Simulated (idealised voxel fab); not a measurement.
The document below concerns the process module designated voxel wiring stack.
Xsec cut, 210 nm wide, square cell size 5 nm.
Reading order for cross-sections: top band down to bottom band. Underlying form: a grid of square cells. Band size: one or more rows of cells.
Band entry format. Leading values: height of top, height of bottom, nm. Remainder: materials in left-to-right order, each with its width in nm. Special words: "throughout" on a single material, which then fills the band edge to edge; "empty", empty space.
Basically, 0 is our baseline, since under it the wafer straight out of the box is all one material. The bottom band has no lower end and keeps on going down, so it looks like "0 and below".
The expression "30 to 40" gives the width at the extremes of the band, the first number at its top row of cells and the second at its bottom row, with the width changing by equal amounts from each row to the next in between.
What does "stayed the same" mean for a step? It means no cell of the cross-section changed in that step.
Heads up: "Sealed void list" only lists the empty pockets with no open path to the top that are 8 cells or more, and it writes them as width x height at distance, distance from the left edge, in nm.
Whatever follows a step's settings on its line is a remark the simulator itself makes about that step.
"overlay nm" on a masked step: distance the mask lay right of its planned place, negative for left.
Pairs, read this way: before one process step on the one hand, after it on the other, the after cross-section ending at the lowest band that changed; the step between, settings included, beneath. Same starting wafer throughout, but possibly different runs of this module, so no pair continues from the pair above unless its entry headed "Before-step section" says so.
## Before-step section
* 155 down to 120  75 nm SiO2, then 5 nm TiN, then 10 nm Cu, then 5 nm TiN, then 15 nm SiO2, then 5 nm TiN, then 10 nm Cu, then 5 nm TiN, then 80 nm SiO2
* 120 down to 115  75 nm SiCN, then 20 nm TiN, then 15 nm SiCN, then 20 nm TiN, then 80 nm SiCN
* 115 down to 100  75 nm SiO2, then 5 nm TiN, then 10 nm W, then 5 nm TiN, then 15 nm SiO2, then 5 nm TiN, then 10 nm W, then 5 nm TiN, then 80 nm SiO2
* 100 down to 95  75 nm SiN, then 20 nm TiN, then 15 nm SiN, then 20 nm TiN, then 80 nm SiN
* 95 down to 85  75 nm SiO2, then 15 nm Ru, then 20 nm SiO2, then 15 nm Ru, then 85 nm SiO2
* 85 down to 80  75 nm SiCN, then 15 nm Ru, then 20 nm SiCN, then 15 nm Ru, then 85 nm SiCN
* 80 down to 65  75 nm SiO2, then 5 nm TiN, then 10 nm Cu, then 5 nm TiN, then 15 nm SiO2, then 5 nm TiN, then 10 nm Cu, then 5 nm TiN, then 80 nm SiO2
* 65 down to 60  75 nm SiO2, then 5 nm TiN, then 5 nm Cu, then 10 nm TiN, then 15 nm SiO2, then 20 nm TiN, then 80 nm SiO2
* 60 down to 45  75 nm SiO2, then 5 nm TiN, then 5 nm Cu, then 5 nm TiN, then 120 nm SiO2
* 45 down to 40  75 nm SiCN, then 15 nm TiN, then 120 nm SiCN
* 40 down to 20  70 nm SiO2, then 5 nm SiN, then 20 nm W, then 5 nm SiN, then 5 nm SiO2, then 5 nm SiN, then 20 nm W, then 5 nm SiN, then 75 nm SiO2
* 20 down to 15  75 nm SiN, then 20 nm TiN, then 15 nm SiN, then 20 nm TiN, then 80 nm SiN
* 15 down to 0  SiO2 throughout
* 0 and below  Si throughout
* Sealed void list: none
## Step Outcome
* 160 down to 155  SiCN throughout
* All layers under 155 are left as they were.
* Sealed void list: none
It is this step that lies between the two cross-sections above: CONFORMAL_DEP, material SiCN, thk nm 5
## Before-step section
* 155 down to 120  SiO2 throughout
* 120 down to 115  SiCN throughout
* 115 down to 100  75 nm SiO2, then 5 nm TiN, then 10 nm W, then 5 nm TiN, then 15 nm SiO2, then 5 nm TiN, then 10 nm W, then 5 nm TiN, then 80 nm SiO2
* 100 down to 95  75 nm SiN, then 20 nm TiN, then 15 nm SiN, then 20 nm TiN, then 80 nm SiN
* 95 down to 85  75 nm SiO2, then 15 nm Ru, then 20 nm SiO2, then 15 nm Ru, then 85 nm SiO2
* 85 down to 80  75 nm SiCN, then 15 nm Ru, then 20 nm SiCN, then 15 nm Ru, then 85 nm SiCN
* 80 down to 65  75 nm SiO2, then 5 nm TiN, then 10 nm Cu, then 5 nm TiN, then 15 nm SiO2, then 5 nm TiN, then 10 nm Cu, then 5 nm TiN, then 80 nm SiO2
* 65 down to 60  75 nm SiO2, then 5 nm TiN, then 5 nm Cu, then 10 nm TiN, then 15 nm SiO2, then 20 nm TiN, then 80 nm SiO2
* 60 down to 45  75 nm SiO2, then 5 nm TiN, then 5 nm Cu, then 5 nm TiN, then 120 nm SiO2
* 45 down to 40  75 nm SiCN, then 15 nm TiN, then 120 nm SiCN
* 40 down to 20  70 nm SiO2, then 5 nm SiN, then 20 nm W, then 5 nm SiN, then 5 nm SiO2, then 5 nm SiN, then 20 nm W, then 5 nm SiN, then 75 nm SiO2
* 20 down to 15  75 nm SiN, then 20 nm TiN, then 15 nm SiN, then 20 nm TiN, then 80 nm SiN
* 15 down to 0  SiO2 throughout
* 0 and below  Si throughout
* Sealed void list: none
## Step Outcome
* 175 down to 155  70 nm resist, then 20 nm empty, then 15 nm resist, then 20 nm empty, then 85 nm resist
* All layers under 155 are left as they were.
* Sealed void list: none
It is this step that lies between the two cross-sections above: PATTERN, tone open, mask id METAL_4, material resist, width nm 20, pitch nm 35, thk nm 20, overlay nm -5
Before-step section: look at the pair above, its after cross-section is where this step starts.
## Step Outcome
* 175 down to 155  70 nm resist, then 20 nm empty, then 15 nm resist, then 20 nm empty, then 85 nm resist
* 155 down to 135  70 nm SiO2, then 20 nm empty, then 15 nm SiO2, then 20 nm empty, then 85 nm SiO2
* All layers under 135 are left as they were.
* Sealed void list: none
It is this step that lies between the two cross-sections above: DIRECTIONAL_ETCH, etch materials SiO2, depth nm 20
Before-step section: look at the pair above, its after cross-section is where this step starts.
## Step Outcome
* 155 down to 135  70 nm SiO2, then 20 nm empty, then 15 nm SiO2, then 20 nm empty, then 85 nm SiO2
* All layers under 135 are left as they were.
* Sealed void list: none
It is this step that lies between the two cross-sections above: STRIP, etch materials resist
Before-step section: look at the pair above, its after cross-section is where this step starts.
## Step Outcome
* 165 down to 155  70 nm aC, then 20 nm empty, then 15 nm aC, then 20 nm empty, then 85 nm aC
* 155 down to 145  70 nm SiO2, then 20 nm empty, then 15 nm SiO2, then 20 nm empty, then 85 nm SiO2
* 145 down to 135  70 nm SiO2, then 20 nm aC, then 15 nm SiO2, then 20 nm aC, then 85 nm SiO2
* All layers under 135 are left as they were.
* Sealed void list: none
It is this step that lies between the two cross-sections above: DIRECTIONAL_DEP, material aC, thk nm 10
Before-step section: look at the pair above, its after cross-section is where this step starts.
## Step Outcome
* 190 down to 165  75 nm resist, then 15 nm empty, then 20 nm resist, then 15 nm empty, then 85 nm resist
* 165 down to 155  70 nm aC, then 5 nm resist, then 15 nm empty, then 15 nm aC, then 5 nm resist, then 15 nm empty, then 85 nm aC
* 155 down to 145  70 nm SiO2, then 5 nm resist, then 15 nm empty, then 15 nm SiO2, then 5 nm resist, then 15 nm empty, then 85 nm SiO2
* All layers under 145 are left as they were.
* Sealed void list: none
It is this step that lies between the two cross-sections above: PATTERN, tone open, mask id METAL_4_HOLES, material resist, width nm 15, pitch nm 35, thk nm 25, overlay nm 0
Before-step section: look at the pair above, its after cross-section is where this step starts.
## Step Outcome
* 180 down to 165  75 nm resist, then 15 nm empty, then 20 nm resist, then 15 nm empty, then 85 nm resist
* 165 down to 155  70 nm aC, then 5 nm resist, then 15 nm empty, then 15 nm aC, then 5 nm resist, then 15 nm empty, then 85 nm aC
* 155 down to 145  70 nm SiO2, then 5 nm resist, then 15 nm empty, then 15 nm SiO2, then 5 nm resist, then 15 nm empty, then 85 nm SiO2
* 145 down to 135  70 nm SiO2, then 5 nm aC, then 15 nm empty, then 15 nm SiO2, then 5 nm aC, then 15 nm empty, then 85 nm SiO2
* All layers under 135 are left as they were.
* Sealed void list: none
It is this step that lies between the two cross-sections above: DIRECTIONAL_ETCH, etch materials aC, depth nm 10
Before-step section: look at the pair above, its after cross-section is where this step starts.
## Step Outcome
* 165 down to 155  70 nm aC, then 20 nm empty, then 15 nm aC, then 20 nm empty, then 85 nm aC
* 155 down to 145  70 nm SiO2, then 20 nm empty, then 15 nm SiO2, then 20 nm empty, then 85 nm SiO2
* All layers under 145 are left as they were.
* Sealed void list: none
It is this step that lies between the two cross-sections above: STRIP, etch materials resist
Before-step section: look at the pair above, its after cross-section is where this step starts.
## Step Outcome
* 165 down to 155  70 nm aC, then 20 nm empty, then 15 nm aC, then 20 nm empty, then 85 nm aC
* 155 down to 145  70 nm SiO2, then 20 nm empty, then 15 nm SiO2, then 20 nm empty, then 85 nm SiO2
* 145 down to 135  70 nm SiO2, then 5 nm aC, then 15 nm empty, then 15 nm SiO2, then 5 nm aC, then 15 nm empty, then 85 nm SiO2
* 135 down to 120  75 nm SiO2, then 15 nm empty, then 20 nm SiO2, then 15 nm empty, then 85 nm SiO2
* All layers under 120 are left as they were.
* Sealed void list: none
It is this step that lies between the two cross-sections above: DIRECTIONAL_ETCH, etch materials SiO2, depth nm 15
Before-step section: look at the pair above, its after cross-section is where this step starts.
## Step Outcome
* 165 down to 155  70 nm aC, then 20 nm empty, then 15 nm aC, then 20 nm empty, then 85 nm aC
* 155 down to 145  70 nm SiO2, then 20 nm empty, then 15 nm SiO2, then 20 nm empty, then 85 nm SiO2
* 145 down to 135  70 nm SiO2, then 5 nm aC, then 15 nm empty, then 15 nm SiO2, then 5 nm aC, then 15 nm empty, then 85 nm SiO2
* 135 down to 120  75 nm SiO2, then 15 nm empty, then 20 nm SiO2, then 15 nm empty, then 85 nm SiO2
* 120 down to 115  75 nm SiCN, then 15 nm empty, then 20 nm SiCN, then 15 nm empty, then 85 nm SiCN
* All layers under 115 are left as they were.
* Sealed void list: none
It is this step that lies between the two cross-sections above: DIRECTIONAL_ETCH, etch materials SiCN, depth nm 5
Before-step section: look at the pair above, its after cross-section is where this step starts.
## Step Outcome
* 155 down to 135  70 nm SiO2, then 20 nm empty, then 15 nm SiO2, then 20 nm empty, then 85 nm SiO2
* All layers under 135 are left as they were.
* Sealed void list: none
It is this step that lies between the two cross-sections above: STRIP, etch materials aC
Before-step section: look at the pair above, its after cross-section is where this step starts.
## Step Outcome
* 160 down to 155  75 nm TiN, then 10 nm empty, then 25 nm TiN, then 10 nm empty, then 90 nm TiN
* 155 down to 140  70 nm SiO2, then 5 nm TiN, then 10 nm empty, then 5 nm TiN, then 15 nm SiO2, then 5 nm TiN, then 10 nm empty, then 5 nm TiN, then 85 nm SiO2
* 140 down to 135  70 nm SiO2, then 10 nm TiN, then 5 nm empty, then 5 nm TiN, then 15 nm SiO2, then 10 nm TiN, then 5 nm empty, then 5 nm TiN, then 85 nm SiO2
* 135 down to 120  75 nm SiO2, then 5 nm TiN, then 5 nm empty, then 5 nm TiN, then 20 nm SiO2, then 5 nm TiN, then 5 nm empty, then 5 nm TiN, then 85 nm SiO2
* 120 down to 115  75 nm SiCN, then 15 nm TiN, then 20 nm SiCN, then 15 nm TiN, then 85 nm SiCN
* All layers under 115 are left as they were.
* Sealed void list: none
It is this step that lies between the two cross-sections above: CONFORMAL_DEP, material TiN, thk nm 5
Before-step section: look at the pair above, its after cross-section is where this step starts.
## Step Outcome
* 170 down to 160  Cu throughout
* 160 down to 155  75 nm TiN, then 10 nm Cu, then 25 nm TiN, then 10 nm Cu, then 90 nm TiN
* 155 down to 140  70 nm SiO2, then 5 nm TiN, then 10 nm Cu, then 5 nm TiN, then 15 nm SiO2, then 5 nm TiN, then 10 nm Cu, then 5 nm TiN, then 85 nm SiO2
* 140 down to 135  70 nm SiO2, then 10 nm TiN, then 5 nm Cu, then 5 nm TiN, then 15 nm SiO2, then 10 nm TiN, then 5 nm Cu, then 5 nm TiN, then 85 nm SiO2
* 135 down to 120  75 nm SiO2, then 5 nm TiN, then 5 nm Cu, then 5 nm TiN, then 20 nm SiO2, then 5 nm TiN, then 5 nm Cu, then 5 nm TiN, then 85 nm SiO2
* All layers under 120 are left as they were.
* Sealed void list: none
It is this step that lies between the two cross-sections above: FILL_DEP, material Cu, thk nm 10
Before-step section: look at the pair above, its after cross-section is where this step starts.
## Step Outcome
* 155 down to 140  70 nm SiO2, then 5 nm TiN, then 10 nm Cu, then 5 nm TiN, then 15 nm SiO2, then 5 nm TiN, then 10 nm Cu, then 5 nm TiN, then 85 nm SiO2
* All layers under 140 are left as they were.
* Sealed void list: none
It is this step that lies between the two cross-sections above: CMP, height nm 155
Before-step section: look at the pair above, its after cross-section is where this step starts.
## Step Outcome
* 160 down to 155  SiCN throughout
* All layers under 155 are left as they were.
* Sealed void list: none
It is this step that lies between the two cross-sections above: CONFORMAL_DEP, material SiCN, thk nm 5
## Before-step section
* 85 down to 80  SiCN throughout
* 80 down to 65  75 nm SiO2, then 5 nm TiN, then 10 nm Cu, then 5 nm TiN, then 15 nm SiO2, then 5 nm TiN, then 10 nm Cu, then 5 nm TiN, then 80 nm SiO2
* 65 down to 60  75 nm SiO2, then 5 nm TiN, then 5 nm Cu, then 10 nm TiN, then 15 nm SiO2, then 20 nm TiN, then 80 nm SiO2
* 60 down to 45  75 nm SiO2, then 5 nm TiN, then 5 nm Cu, then 5 nm TiN, then 120 nm SiO2
* 45 down to 40  75 nm SiCN, then 15 nm TiN, then 120 nm SiCN
* 40 down to 20  70 nm SiO2, then 5 nm SiN, then 20 nm W, then 5 nm SiN, then 5 nm SiO2, then 5 nm SiN, then 20 nm W, then 5 nm SiN, then 75 nm SiO2
* 20 down to 15  75 nm SiN, then 20 nm TiN, then 15 nm SiN, then 20 nm TiN, then 80 nm SiN
* 15 down to 0  SiO2 throughout
* 0 and below  Si throughout
* Sealed void list: none
## Step Outcome
* 95 down to 80  SiCN throughout
* All layers under 80 are left as they were.
* Sealed void list: none
It is this step that lies between the two cross-sections above: DIRECTIONAL_DEP, material SiCN, thk nm 10
Before-step section: look at the pair above, its after cross-section is where this step starts.
## Step Outcome
* 95 down to 90  75 nm SiCN, then 15 nm empty, then 20 nm SiCN, then 15 nm empty, then 85 nm SiCN
* All layers under 90 are left as they were.
* Sealed void list: none
It is this step that lies between the two cross-sections above: MASKED_ETCH, tone open, mask id PLUG_2, width nm 15, pitch nm 35, etch materials SiCN, depth nm 5, overlay nm 0
Before-step section: look at the pair above, its after cross-section is where this step starts.
## Step Outcome
* 100 down to 95  80 nm SiN, then 5 nm empty, then 30 nm SiN, then 5 nm empty, then 90 nm SiN
* 95 down to 90  75 nm SiCN, then 15 nm SiN, then 20 nm SiCN, then 15 nm SiN, then 85 nm SiCN
* All layers under 90 are left as they were.
* Sealed void list: none
It is this step that lies between the two cross-sections above: CONFORMAL_DEP, material SiN, thk nm 5
Before-step section: look at the pair above, its after cross-section is where this step starts.
## Step Outcome
* 115 down to 110  80 nm SiO2, then 5 nm empty, then 30 nm SiO2, then 5 nm empty, then 90 nm SiO2
* 110 down to 100  SiO2 throughout
* 100 down to 95  80 nm SiN, then 5 nm SiO2, then 30 nm SiN, then 5 nm SiO2, then 90 nm SiN
* All layers under 95 are left as they were.
* Sealed void list: none
It is this step that lies between the two cross-sections above: DIRECTIONAL_DEP, material SiO2, thk nm 15
Before-step section: look at the pair above, its after cross-section is where this step starts.
## Step Outcome
* 135 down to 115  75 nm resist, then 20 nm empty, then 15 nm resist, then 20 nm empty, then 80 nm resist
* All layers under 115 are left as they were.
* Sealed void list: none
It is this step that lies between the two cross-sections above: PATTERN, tone open, mask id METAL_3, material resist, width nm 20, pitch nm 35, thk nm 20, overlay nm 0
Before-step section: look at the pair above, its after cross-section is where this step starts.
## Step Outcome
* 135 down to 115  75 nm resist, then 20 nm empty, then 15 nm resist, then 20 nm empty, then 80 nm resist
* 115 down to 100  75 nm SiO2, then 20 nm empty, then 15 nm SiO2, then 20 nm empty, then 80 nm SiO2
* 100 down to 95  80 nm SiN, then 5 nm empty, then 30 nm SiN, then 5 nm empty, then 90 nm SiN
* All layers under 95 are left as they were.
* Sealed void list: none
It is this step that lies between the two cross-sections above: DIRECTIONAL_ETCH, etch materials SiO2, depth nm 15
Before-step section: look at the pair above, its after cross-section is where this step starts.
## Step Outcome
* 135 down to 115  75 nm resist, then 20 nm empty, then 15 nm resist, then 20 nm empty, then 80 nm resist
* 115 down to 100  75 nm SiO2, then 20 nm empty, then 15 nm SiO2, then 20 nm empty, then 80 nm SiO2
* 100 down to 95  75 nm SiN, then 20 nm empty, then 15 nm SiN, then 20 nm empty, then 80 nm SiN
* 95 down to 90  75 nm SiCN, then 5 nm SiN, then 5 nm empty, then 5 nm SiN, then 20 nm SiCN, then 5 nm SiN, then 5 nm empty, then 5 nm SiN, then 85 nm SiCN
* All layers under 90 are left as they were.
* Sealed void list: none
It is this step that lies between the two cross-sections above: DIRECTIONAL_ETCH, etch materials SiN, depth nm 5
Before-step section: look at the pair above, its after cross-section is where this step starts.
## Step Outcome
* 115 down to 100  75 nm SiO2, then 20 nm empty, then 15 nm SiO2, then 20 nm empty, then 80 nm SiO2
* All layers under 100 are left as they were.
* Sealed void list: none
It is this step that lies between the two cross-sections above: STRIP, etch materials resist
Before-step section: look at the pair above, its after cross-section is where this step starts.
## Step Outcome
* 120 down to 115  80 nm TiN, then 10 nm empty, then 25 nm TiN, then 10 nm empty, then 85 nm TiN
* 115 down to 100  75 nm SiO2, then 5 nm TiN, then 10 nm empty, then 5 nm TiN, then 15 nm SiO2, then 5 nm TiN, then 10 nm empty, then 5 nm TiN, then 80 nm SiO2
* 100 down to 95  75 nm SiN, then 20 nm TiN, then 15 nm SiN, then 20 nm TiN, then 80 nm SiN
* 95 down to 90  75 nm SiCN, then 5 nm SiN, then 5 nm TiN, then 5 nm SiN, then 20 nm SiCN, then 5 nm SiN, then 5 nm TiN, then 5 nm SiN, then 85 nm SiCN
* All layers under 90 are left as they were.
* Sealed void list: none
It is this step that lies between the two cross-sections above: CONFORMAL_DEP, material TiN, thk nm 5
Before-step section: look at the pair above, its after cross-section is where this step starts.
## Step Outcome
* 130 down to 120  W throughout
* 120 down to 115  80 nm TiN, then 10 nm W, then 25 nm TiN, then 10 nm W, then 85 nm TiN
* 115 down to 100  75 nm SiO2, then 5 nm TiN, then 10 nm W, then 5 nm TiN, then 15 nm SiO2, then 5 nm TiN, then 10 nm W, then 5 nm TiN, then 80 nm SiO2
* All layers under 100 are left as they were.
* Sealed void list: none
It is this step that lies between the two cross-sections above: FILL_DEP, material W, thk nm 10
Before-step section: look at the pair above, its after cross-section is where this step starts.
## Step Outcome
* 115 down to 100  75 nm SiO2, then 5 nm TiN, then 10 nm W, then 5 nm TiN, then 15 nm SiO2, then 5 nm TiN, then 10 nm W, then 5 nm TiN, then 80 nm SiO2
* All layers under 100 are left as they were.
* Sealed void list: none
It is this step that lies between the two cross-sections above: CMP, height nm 115
Before-step section: look at the pair above, its after cross-section is where this step starts.
## Step Outcome
* 120 down to 115  SiCN throughout
* All layers under 115 are left as they were.
* Sealed void list: none
It is this step that lies between the two cross-sections above: CONFORMAL_DEP, material SiCN, thk nm 5
Before-step section: look at the pair above, its after cross-section is where this step starts.
## Step Outcome
* 155 down to 120  SiO2 throughout
* All layers under 120 are left as they were.
* Sealed void list: none
It is this step that lies between the two cross-sections above: DIRECTIONAL_DEP, material SiO2, thk nm 35
Before-step section: look at the pair above, its after cross-section is where this step starts.
## Step Outcome
* 175 down to 155  75 nm resist, then 20 nm empty, then 15 nm resist, then 20 nm empty, then 80 nm resist
* All layers under 155 are left as they were.
* Sealed void list: none
It is this step that lies between the two cross-sections above: PATTERN, tone open, mask id METAL_4, material resist, width nm 20, pitch nm 35, thk nm 20, overlay nm 0
Before-step section: look at the pair above, its after cross-section is where this step starts.
## Step Outcome
* 175 down to 155  75 nm resist, then 20 nm empty, then 15 nm resist, then 20 nm empty, then 80 nm resist
* 155 down to 135  75 nm SiO2, then 20 nm empty, then 15 nm SiO2, then 20 nm empty, then 80 nm SiO2
* All layers under 135 are left as they were.
* Sealed void list: none
It is this step that lies between the two cross-sections above: DIRECTIONAL_ETCH, etch materials SiO2, depth nm 20
Before-step section: look at the pair above, its after cross-section is where this step starts.
## Step Outcome
* 155 down to 135  75 nm SiO2, then 20 nm empty, then 15 nm SiO2, then 20 nm empty, then 80 nm SiO2
* All layers under 135 are left as they were.
* Sealed void list: none
It is this step that lies between the two cross-sections above: STRIP, etch materials resist
Before-step section: look at the pair above, its after cross-section is where this step starts.
## Step Outcome
* 165 down to 155  75 nm aC, then 20 nm empty, then 15 nm aC, then 20 nm empty, then 80 nm aC
* 155 down to 145  75 nm SiO2, then 20 nm empty, then 15 nm SiO2, then 20 nm empty, then 80 nm SiO2
* 145 down to 135  75 nm SiO2, then 20 nm aC, then 15 nm SiO2, then 20 nm aC, then 80 nm SiO2
* All layers under 135 are left as they were.
* Sealed void list: none
It is this step that lies between the two cross-sections above: DIRECTIONAL_DEP, material aC, thk nm 10
Before-step section: look at the pair above, its after cross-section is where this step starts.
## Step Outcome
* 190 down to 165  75 nm resist, then 15 nm empty, then 20 nm resist, then 15 nm empty, then 85 nm resist
* 165 down to 155  75 nm aC, then 15 nm empty, then 5 nm resist, then 15 nm aC, then 15 nm empty, then 5 nm resist, then 80 nm aC
* 155 down to 145  75 nm SiO2, then 15 nm empty, then 5 nm resist, then 15 nm SiO2, then 15 nm empty, then 5 nm resist, then 80 nm SiO2
* All layers under 145 are left as they were.
* Sealed void list: none
It is this step that lies between the two cross-sections above: PATTERN, tone open, mask id METAL_4_HOLES, material resist, width nm 15, pitch nm 35, thk nm 25, overlay nm 0
Before-step section: look at the pair above, its after cross-section is where this step starts.
## Step Outcome
* 180 down to 165  75 nm resist, then 15 nm empty, then 20 nm resist, then 15 nm empty, then 85 nm resist
* 165 down to 155  75 nm aC, then 15 nm empty, then 5 nm resist, then 15 nm aC, then 15 nm empty, then 5 nm resist, then 80 nm aC
* 155 down to 145  75 nm SiO2, then 15 nm empty, then 5 nm resist, then 15 nm SiO2, then 15 nm empty, then 5 nm resist, then 80 nm SiO2
* 145 down to 135  75 nm SiO2, then 15 nm empty, then 5 nm aC, then 15 nm SiO2, then 15 nm empty, then 5 nm aC, then 80 nm SiO2
* All layers under 135 are left as they were.
* Sealed void list: none
It is this step that lies between the two cross-sections above: DIRECTIONAL_ETCH, etch materials aC, depth nm 10
Before-step section: look at the pair above, its after cross-section is where this step starts.
## Step Outcome
* 165 down to 155  75 nm aC, then 20 nm empty, then 15 nm aC, then 20 nm empty, then 80 nm aC
* 155 down to 145  75 nm SiO2, then 20 nm empty, then 15 nm SiO2, then 20 nm empty, then 80 nm SiO2
* All layers under 145 are left as they were.
* Sealed void list: none
It is this step that lies between the two cross-sections above: STRIP, etch materials resist
Before-step section: look at the pair above, its after cross-section is where this step starts.
## Step Outcome
* 165 down to 155  75 nm aC, then 20 nm empty, then 15 nm aC, then 20 nm empty, then 80 nm aC
* 155 down to 145  75 nm SiO2, then 20 nm empty, then 15 nm SiO2, then 20 nm empty, then 80 nm SiO2
* 145 down to 135  75 nm SiO2, then 15 nm empty, then 5 nm aC, then 15 nm SiO2, then 15 nm empty, then 5 nm aC, then 80 nm SiO2
* 135 down to 120  75 nm SiO2, then 15 nm empty, then 20 nm SiO2, then 15 nm empty, then 85 nm SiO2
* All layers under 120 are left as they were.
* Sealed void list: none
It is this step that lies between the two cross-sections above: DIRECTIONAL_ETCH, etch materials SiO2, depth nm 15
Before-step section: look at the pair above, its after cross-section is where this step starts.
## Step Outcome
* 165 down to 155  75 nm aC, then 20 nm empty, then 15 nm aC, then 20 nm empty, then 80 nm aC
* 155 down to 145  75 nm SiO2, then 20 nm empty, then 15 nm SiO2, then 20 nm empty, then 80 nm SiO2
* 145 down to 135  75 nm SiO2, then 15 nm empty, then 5 nm aC, then 15 nm SiO2, then 15 nm empty, then 5 nm aC, then 80 nm SiO2
* 135 down to 120  75 nm SiO2, then 15 nm empty, then 20 nm SiO2, then 15 nm empty, then 85 nm SiO2
* 120 down to 115  75 nm SiCN, then 15 nm empty, then 20 nm SiCN, then 15 nm empty, then 85 nm SiCN
* All layers under 115 are left as they were.
* Sealed void list: none
It is this step that lies between the two cross-sections above: DIRECTIONAL_ETCH, etch materials SiCN, depth nm 5
Before-step section: look at the pair above, its after cross-section is where this step starts.
## Step Outcome
* 155 down to 135  75 nm SiO2, then 20 nm empty, then 15 nm SiO2, then 20 nm empty, then 80 nm SiO2
* All layers under 135 are left as they were.
* Sealed void list: none
It is this step that lies between the two cross-sections above: STRIP, etch materials aC
Before-step section: look at the pair above, its after cross-section is where this step starts.
## Step Outcome
* 160 down to 155  80 nm TiN, then 10 nm empty, then 25 nm TiN, then 10 nm empty, then 85 nm TiN
* 155 down to 140  75 nm SiO2, then 5 nm TiN, then 10 nm empty, then 5 nm TiN, then 15 nm SiO2, then 5 nm TiN, then 10 nm empty, then 5 nm TiN, then 80 nm SiO2
* 140 down to 135  75 nm SiO2, then 5 nm TiN, then 5 nm empty, then 10 nm TiN, then 15 nm SiO2, then 5 nm TiN, then 5 nm empty, then 10 nm TiN, then 80 nm SiO2
* 135 down to 120  75 nm SiO2, then 5 nm TiN, then 5 nm empty, then 5 nm TiN, then 20 nm SiO2, then 5 nm TiN, then 5 nm empty, then 5 nm TiN, then 85 nm SiO2
* 120 down to 115  75 nm SiCN, then 15 nm TiN, then 20 nm SiCN, then 15 nm TiN, then 85 nm SiCN
* All layers under 115 are left as they were.
* Sealed void list: none
It is this step that lies between the two cross-sections above: CONFORMAL_DEP, material TiN, thk nm 5
Before-step section: look at the pair above, its after cross-section is where this step starts.
## Step Outcome
* 170 down to 160  Cu throughout
* 160 down to 155  80 nm TiN, then 10 nm Cu, then 25 nm TiN, then 10 nm Cu, then 85 nm TiN
* 155 down to 140  75 nm SiO2, then 5 nm TiN, then 10 nm Cu, then 5 nm TiN, then 15 nm SiO2, then 5 nm TiN, then 10 nm Cu, then 5 nm TiN, then 80 nm SiO2
* 140 down to 135  75 nm SiO2, then 5 nm TiN, then 5 nm Cu, then 10 nm TiN, then 15 nm SiO2, then 5 nm TiN, then 5 nm Cu, then 10 nm TiN, then 80 nm SiO2
* 135 down to 120  75 nm SiO2, then 5 nm TiN, then 5 nm Cu, then 5 nm TiN, then 20 nm SiO2, then 5 nm TiN, then 5 nm Cu, then 5 nm TiN, then 85 nm SiO2
* All layers under 120 are left as they were.
* Sealed void list: none
It is this step that lies between the two cross-sections above: FILL_DEP, material Cu, thk nm 10
Before-step section: look at the pair above, its after cross-section is where this step starts.
## Step Outcome
* 155 down to 140  75 nm SiO2, then 5 nm TiN, then 10 nm Cu, then 5 nm TiN, then 15 nm SiO2, then 5 nm TiN, then 10 nm Cu, then 5 nm TiN, then 80 nm SiO2
* All layers under 140 are left as they were.
* Sealed void list: none
It is this step that lies between the two cross-sections above: CMP, height nm 155
Before-step section: look at the pair above, its after cross-section is where this step starts.
## Step Outcome
* 160 down to 155  SiCN throughout
* All layers under 155 are left as they were.
* Sealed void list: none
It is this step that lies between the two cross-sections above: CONFORMAL_DEP, material SiCN, thk nm 5
## Before-step section
* 40 down to 20  W throughout
* 20 down to 15  TiN throughout
* 15 down to 0  SiO2 throughout
* 0 and below  Si throughout
* Sealed void list: none
## Step Outcome
* 40 down to 20  75 nm W, then 20 nm empty, then 15 nm W, then 20 nm empty, then 80 nm W
* All layers under 20 are left as they were.
* Sealed void list: none
It is this step that lies between the two cross-sections above: MASKED_ETCH, tone open, mask id METAL_1, width nm 20, pitch nm 35, etch materials W, depth nm 20, overlay nm 0
Before-step section: look at the pair above, its after cross-section is where this step starts.
## Step Outcome
* 45 down to 40  80 nm SiN, then 10 nm empty, then 25 nm SiN, then 10 nm empty, then 85 nm SiN
* 40 down to 25  75 nm W, then 5 nm SiN, then 10 nm empty, then 5 nm SiN, then 15 nm W, then 5 nm SiN, then 10 nm empty, then 5 nm SiN, then 80 nm W
* 25 down to 20  75 nm W, then 20 nm SiN, then 15 nm W, then 20 nm SiN, then 80 nm W
* All layers under 20 are left as they were.
* Sealed void list: none
It is this step that lies between the two cross-sections above: CONFORMAL_DEP, material SiN, thk nm 5
Before-step section: look at the pair above, its after cross-section is where this step starts.
## Step Outcome
* 50 down to 45  SiO2 throughout
* 45 down to 40  80 nm SiN, then 10 nm SiO2, then 25 nm SiN, then 10 nm SiO2, then 85 nm SiN
* 40 down to 25  75 nm W, then 5 nm SiN, then 10 nm SiO2, then 5 nm SiN, then 15 nm W, then 5 nm SiN, then 10 nm SiO2, then 5 nm SiN, then 80 nm W
* All layers under 25 are left as they were.
* Sealed void list: none
It is this step that lies between the two cross-sections above: FILL_DEP, material SiO2, thk nm 5
Before-step section: look at the pair above, its after cross-section is where this step starts.
## Step Outcome
* 40 down to 25  75 nm W, then 5 nm SiN, then 10 nm SiO2, then 5 nm SiN, then 15 nm W, then 5 nm SiN, then 10 nm SiO2, then 5 nm SiN, then 80 nm W
* All layers under 25 are left as they were.
* Sealed void list: none
It is this step that lies between the two cross-sections above: CMP, height nm 40
Before-step section: look at the pair above, its after cross-section is where this step starts.
## Step Outcome
* 45 down to 40  SiCN throughout
* All layers under 40 are left as they were.
* Sealed void list: none
It is this step that lies between the two cross-sections above: CONFORMAL_DEP, material SiCN, thk nm 5
Before-step section: look at the pair above, its after cross-section is where this step starts.
## Step Outcome
* 80 down to 45  SiO2 throughout
* All layers under 45 are left as they were.
* Sealed void list: none
It is this step that lies between the two cross-sections above: DIRECTIONAL_DEP, material SiO2, thk nm 35
Before-step section: look at the pair above, its after cross-section is where this step starts.
## Step Outcome
* 80 down to 60  75 nm SiO2, then 20 nm empty, then 15 nm SiO2, then 20 nm empty, then 80 nm SiO2
* All layers under 60 are left as they were.
* Sealed void list: none
It is this step that lies between the two cross-sections above: MASKED_ETCH, tone open, mask id METAL_2, width nm 20, pitch nm 35, etch materials SiO2, depth nm 20, overlay nm 0
Before-step section: look at the pair above, its after cross-section is where this step starts.
## Step Outcome
* 80 down to 60  75 nm SiO2, then 20 nm empty, then 15 nm SiO2, then 20 nm empty, then 80 nm SiO2
* 60 down to 45  75 nm SiO2, then 15 nm empty, then 120 nm SiO2
* All layers under 45 are left as they were.
* Sealed void list: none
It is this step that lies between the two cross-sections above: MASKED_ETCH, tone open, mask id METAL_2_HOLES, width nm 15, etch materials SiO2, depth nm 15, overlay nm 0
